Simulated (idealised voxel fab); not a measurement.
Process module under the name voxel air gaps
Pictured: cross-section cut, 165 nm wide, on a grid of 5 nm square cells.
A cross-section is written here as square cells arranged in a grid, and it is given in bands from the top down, each band taking up one or more rows of cells. Band: top height; bottom height; in nm. Then, left to right: material with width in nm, for each material. "everywhere": a single material spanning edge to edge. "blank": empty space. Heights are reckoned from 0. Under this level, the received wafer is all of one material. The bottommost band is open-ended downward, for example "z 0 and below". It should be noted that a width expressed as "30..40" varies in equal increments from row to row of cells within the band, taking the value of the first number at the top row and that of the second number at the bottom row. "nothing altered" for a step: no cell of the cross-section changed in that step. "Closed void list": empty spaces of 8 cells or more with no open way to the top, each given as width x height at distance, distance from the left edge, all in nm. Formally, on a step line, whatever follows the settings is a remark that the simulator itself makes on the step. overlay nm: mask right of planned place by this much (step with mask). Neg. = left.
### Below is the list of planned process steps
- 1: RECEIVE (material Si)
- 2: CONFORMAL_DEP (material SiO2; thk nm 10)
- 3: CONFORMAL_DEP (material SiN; thk nm 5)
- 4: DIRECTIONAL_DEP (material lowk; thk nm 35)
- 5: PATTERN (tone open; mask id LINES; material resist; width nm 15; pitch nm 40; thk nm 15; overlay nm 0)
- 6: DIRECTIONAL_ETCH (etch materials lowk; depth nm 35)
- 7: STRIP (etch materials resist)
- 8: CONFORMAL_DEP (material TiN; thk nm 5)
- 9: FILL_DEP (material W; thk nm 5)
- 10: CMP (height nm 50)
- 11: EPI (material Ru; thk nm 10)
- 12: SELECTIVE_ETCH (etch materials lowk; depth nm 45)
- 13: CONFORMAL_DEP (material SiCN; thk nm 5)
### Cross-sectional view of the wafer in its as-received condition, corresponding to the state after step 1
z 0 and below  Si everywhere
Closed void list: none
### First of two wafers, end-of-module section, run followed plan
z 65 to 60  20 blank; 125 SiCN; 20 blank
z 60 to 50  20 blank; 5 SiCN; 35 Ru; 5 SiCN; 35 Ru; 5 SiCN; 35 Ru; 5 SiCN; 20 blank
z 50 to 45  20 blank; 15 SiCN; 5 TiN; 5 W; 5 TiN; 25 SiCN; 5 TiN; 5 W; 5 TiN; 25 SiCN; 5 TiN; 5 W; 5 TiN; 15 SiCN; 20 blank
z 45 to 20  30 blank; 5 SiCN; 5 TiN; 5 W; 5 TiN; 5 SiCN; 15 blank; 5 SiCN; 5 TiN; 5 W; 5 TiN; 5 SiCN; 15 blank; 5 SiCN; 5 TiN; 5 W; 5 TiN; 5 SiCN; 30 blank
z 20 to 15  35 SiCN; 15 TiN; 25 SiCN; 15 TiN; 25 SiCN; 15 TiN; 35 SiCN
z 15 to 10  SiN everywhere
z 10 to 0  SiO2 everywhere
z 0 and below  Si everywhere
Closed void list: 15 x 25 at 55; 15 x 25 at 95
### The second wafer, shown in cross-section after the module: started the same way as the first and given the same plan, yet one mistake crept into how it was run
z 65 to 60  SiCN everywhere
z 60 to 50  Ru everywhere
z 50 to 20  30 W; 5 TiN; 15 lowk; 5 TiN; 15 W; 5 TiN; 15 lowk; 5 TiN; 15 W; 5 TiN; 15 lowk; 5 TiN; 30 W
z 20 to 15  35 TiN; 15 lowk; 25 TiN; 15 lowk; 25 TiN; 15 lowk; 35 TiN
z 15 to 10  SiN everywhere
z 10 to 0  SiO2 everywhere
z 0 and below  Si everywhere
Closed void list: none
Deviation noted in wafer processing: step 5 ran differently from the plan; actual operation with settings: PATTERN (tone cover; mask id LINES; material resist; width nm 15; pitch nm 40; thk nm 15; overlay nm 0)
Wrapping up, a cell-based count of both wafers puts the second over or under the first for these materials: Ru +24 | SiCN -70 | TiN +15 | W +90 | lowk +63
Long story short, the first wafer ends with 2 closed voids and the second one with 0.
